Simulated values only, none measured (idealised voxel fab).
process module | voxel ribs on slabs
cross-section cut | 160 nm wide | cells 5 nm
A cross-section is a grid of square cells, given in bands from the top down. A band is one or more rows of cells.
Each band's line starts with the height of the band's top and of its bottom, in nm. Then come its materials from left to right, each with its width in nm. One material with "throughout" fills the band from edge to edge. "air" is empty space.
Height 0 is the level under which the wafer as received is all one material. The lowest band goes on downwards, as in "0 down".
A width such as "30 to 40" changes by the same amount from each row of cells to the next, from the band's top row to its bottom row.
"no change" after a step means that no cell of the cross-section changed.
closed voids: empty space of 8 cells or more with no open way to the top, each as width x height at its distance from the left edge, in nm
after a step's settings: what the simulator itself notes on the step
overlay nm, on a step with a mask: how far to the right of its planned place the mask lay; to the left if negative
plan
1 op RECEIVE | material Si
2 op DIRECTIONAL_DEP | material SiO2 | thk nm 20
3 op DIRECTIONAL_DEP | material SiN | thk nm 20
4 op MASKED_ETCH | tone cover | mask id RIB | width nm 25 | etch materials SiN | depth nm 10 | overlay nm 0
5 op PATTERN | tone cover | mask id SLAB | material resist | width nm 65 | thk nm 20 | overlay nm 0
6 op DIRECTIONAL_ETCH | etch materials SiN | depth nm 10
7 op STRIP | etch materials resist
8 op FILL_DEP | material SiO2 | thk nm 20
9 op CMP | height nm 50
10 op DIRECTIONAL_DEP | material TiN | thk nm 10
11 op MASKED_ETCH | tone cover | mask id HEATER | width nm 35 | etch materials TiN | depth nm 10 | overlay nm 0
12 op CONFORMAL_DEP | material SiN | thk nm 5
as received, after step 1
  0 down: Si throughout
  closed voids: none
first wafer at the end, as planned
  65 to 60: air 55 | SiN 45 | air 60
  60 to 55: air 55 | SiN 5 | TiN 35 | SiN 5 | air 60
  55 to 50: SiN 60 | TiN 35 | SiN 65
  50 to 40: SiO2 throughout
  40 to 30: SiO2 65 | SiN 25 | SiO2 70
  30 to 20: SiO2 45 | SiN 65 | SiO2 50
  20 to 0: SiO2 throughout
  0 down: Si throughout
  closed voids: none
second wafer at the end: like start, like plan, one mistake
  60 to 50: air 60 | TiN 35 | air 65
  50 to 40: SiO2 throughout
  40 to 30: SiO2 65 | SiN 25 | SiO2 70
  30 to 20: SiO2 45 | SiN 65 | SiO2 50
  20 to 0: SiO2 throughout
  0 down: Si throughout
  closed voids: none
what went wrong: step 12 was left out
at the end the second wafer has, in cells: 36 fewer of SiN
